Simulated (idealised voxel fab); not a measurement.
process module | voxel wiring stack
cross-section cut | 300 nm wide | cells 5 nm
A cross-section is a grid of square cells, given in bands from the top down. A band is one or more rows of cells.
Each band's line starts with the height of the band's top and of its bottom, in nm. Then come its materials from left to right, each with its width in nm. One material with "throughout" fills the band from edge to edge. "air" is empty space.
Height 0 is the level under which the wafer as received is all one material. The lowest band goes on downwards, as in "0 down".
A width such as "30 to 40" changes by the same amount from each row of cells to the next, from the band's top row to its bottom row.
"no change" after a step means that no cell of the cross-section changed.
closed voids: empty space of 8 cells or more with no open way to the top, each as width x height at its distance from the left edge, in nm
after a step's settings: what the simulator itself notes on the step
overlay nm, on a step with a mask: how far to the right of its planned place the mask lay; to the left if negative
plan
1 op RECEIVE | material Si
2 op CONFORMAL_DEP | material SiO2 | thk nm 10
3 op DIRECTIONAL_DEP | material TiN | thk nm 5
4 op DIRECTIONAL_DEP | material W | thk nm 25
5 op MASKED_ETCH | tone cover | mask id METAL_1 | width nm 25 | pitch nm 45 | etch materials W | depth nm 25 | overlay nm 0
6 op MASKED_ETCH | tone cover | mask id METAL_1 | width nm 25 | pitch nm 45 | etch materials TiN | depth nm 5 | overlay nm 0
7 op FILL_DEP | material lowk | thk nm 10
8 op CMP | height nm 40
9 op CONFORMAL_DEP | material SiCN | thk nm 5
10 op DIRECTIONAL_DEP | material lowk | thk nm 20
11 op MASKED_ETCH | tone open | mask id PLUG_1 | width nm 15 | pitch nm 45 | etch materials lowk | depth nm 20 | overlay nm 0
12 op MASKED_ETCH | tone open | mask id PLUG_1 | width nm 15 | pitch nm 45 | etch materials SiCN | depth nm 5 | overlay nm 0
13 op CONFORMAL_DEP | material TiN | thk nm 5
14 op FILL_DEP | material W | thk nm 5
15 op CMP | height nm 65
16 op CONFORMAL_DEP | material SiN | thk nm 5
17 op DIRECTIONAL_DEP | material SiO2 | thk nm 20
18 op DIRECTIONAL_DEP | material aC | thk nm 10
19 op PATTERN | tone open | mask id METAL_2 | material resist | width nm 25 | pitch nm 45 | thk nm 25 | overlay nm 0
20 op DIRECTIONAL_ETCH | etch materials aC | depth nm 10
21 op STRIP | etch materials resist
22 op DIRECTIONAL_ETCH | etch materials SiO2 | depth nm 20
23 op DIRECTIONAL_ETCH | etch materials SiN | depth nm 5
24 op STRIP | etch materials aC
25 op CONFORMAL_DEP | material TiN | thk nm 5
26 op FILL_DEP | material Cu | thk nm 5
27 op CMP | height nm 90
28 op CONFORMAL_DEP | material SiN | thk nm 5
as received, after step 1
  0 down: Si throughout
  closed voids: none
first wafer at the end, as planned
  95 to 90: SiN throughout
  90 to 70: SiO2 115 | TiN 5 | Cu 15 | TiN 5 | SiO2 20 | TiN 5 | Cu 15 | TiN 5 | SiO2 115
  70 to 65: SiN 115 | TiN 25 | SiN 20 | TiN 25 | SiN 115
  65 to 45: lowk 115 | TiN 5 | W 5 | TiN 5 | lowk 30 | TiN 5 | W 5 | TiN 5 | lowk 125
  45 to 40: SiCN 115 | TiN 15 | SiCN 30 | TiN 15 | SiCN 125
  40 to 15: lowk 115 | W 25 | lowk 20 | W 25 | lowk 115
  15 to 10: lowk 115 | TiN 25 | lowk 20 | TiN 25 | lowk 115
  10 to 0: SiO2 throughout
  0 down: Si throughout
  closed voids: none
second wafer at the end: like start, like plan, one mistake
  95 to 90: SiN throughout
  90 to 70: Cu 110 | TiN 5 | SiO2 25 | TiN 5 | Cu 10 | TiN 5 | SiO2 25 | TiN 5 | Cu 110
  70 to 65: TiN 115 | SiN 25 | TiN 20 | SiN 25 | TiN 115
  65 to 45: lowk 115 | TiN 5 | W 5 | TiN 5 | lowk 30 | TiN 5 | W 5 | TiN 5 | lowk 125
  45 to 40: SiCN 115 | TiN 15 | SiCN 30 | TiN 15 | SiCN 125
  40 to 15: lowk 115 | W 25 | lowk 20 | W 25 | lowk 115
  15 to 10: lowk 115 | TiN 25 | lowk 20 | TiN 25 | lowk 115
  10 to 0: SiO2 throughout
  0 down: Si throughout
  closed voids: none
what went wrong: step 19 ran as: op PATTERN | tone cover | mask id METAL_2 | material resist | width nm 25 | pitch nm 45 | thk nm 25 | overlay nm 0
at the end the second wafer has, in cells: 160 more of Cu | 40 fewer of SiN | 160 fewer of SiO2 | 40 more of TiN
